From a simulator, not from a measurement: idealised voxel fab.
You're looking at the process module voxel fin reveal.
The figure presents cross-section cut, which has a width of 220 nm and is divided into square cells with an edge length of 5 nm.
Each cross-section below is a grid of square cells, stated as bands in top-down order, with one or more rows of cells making up each band.
Band entry format. Leading values: height of top, height of bottom, nm. Remainder: materials in left-to-right order, each with its width in nm. Special words: "everywhere" on a single material, which then fills the band edge to edge; "blank", empty space.
It should be noted that heights are counted from 0, beneath which the wafer as supplied is of one material throughout, and that the lowest band possesses no lower boundary but continues downward, as written in "0..down".
When a width is written as two numbers, as in "30 to 40", the first number is the width in the top row of cells of the band and the second is the width in its bottom row, and the width changes by the same amount from each row to the next.
A step reported as "stayed the same" is a step in which no cell of the cross-section changed.
Closed void table: empty space of 8 cells or more with no open way to the top, each as width x height at its distance from the left edge, in nm
Post-settings text on a step line: simulator's own remark regarding the step.
The "overlay nm" setting may appear on a step's line; for a step that uses a mask, it gives how far to the right of its planned position the mask lay, and a negative value indicates the left.

**Set out below are the planned steps of the process**
step 1: RECEIVE: material Si
step 2: CONFORMAL_DEP: material SiN, thk nm 10
step 3: MASKED_ETCH: tone cover, mask id FINS, width nm 15, pitch nm 45, etch materials SiN, depth nm 10, overlay nm 0
step 4: MASKED_ETCH: tone cover, mask id FINS, width nm 15, pitch nm 45, etch materials Si, depth nm 35, overlay nm 0
step 5: OXIDIZE: depth nm 5
step 6: FILL_DEP: material SiO2, thk nm 10
step 7: CMP: height nm 10
step 8: SELECTIVE_ETCH: etch materials SiO2, depth nm 35
step 9: STRIP: etch materials SiN

**Cross-section, incoming material, after step 1**
0..down  Si everywhere
Closed void table: none

**Module complete - cross-section of the first of two wafers, run according to plan**
0..-25  blank=85, Si=5, blank=40, Si=5, blank=85
-25..-40  SiO2=85, Si=5, SiO2=40, Si=5, SiO2=85
-40..down  Si everywhere
Closed void table: none

**Cross-section of the latter of the two wafers at module completion. It had an identical start and an identical plan to the former; in running it, one mistake was made**
0..-25  blank=85, Si=10, blank=35, Si=10, blank=80
-25..-40  SiO2=85, Si=10, SiO2=35, Si=10, SiO2=80
-40..down  Si everywhere
Closed void table: none
The mistake made against the process plan was this: step 3 went in with a setting other than planned; the actual run was MASKED_ETCH: tone cover, mask id FINS, width nm 20, pitch nm 45, etch materials SiN, depth nm 10, overlay nm 0
Final wafer comparison in cells, second versus first, more or fewer per material: Si: 16 more | SiO2: 6 fewer
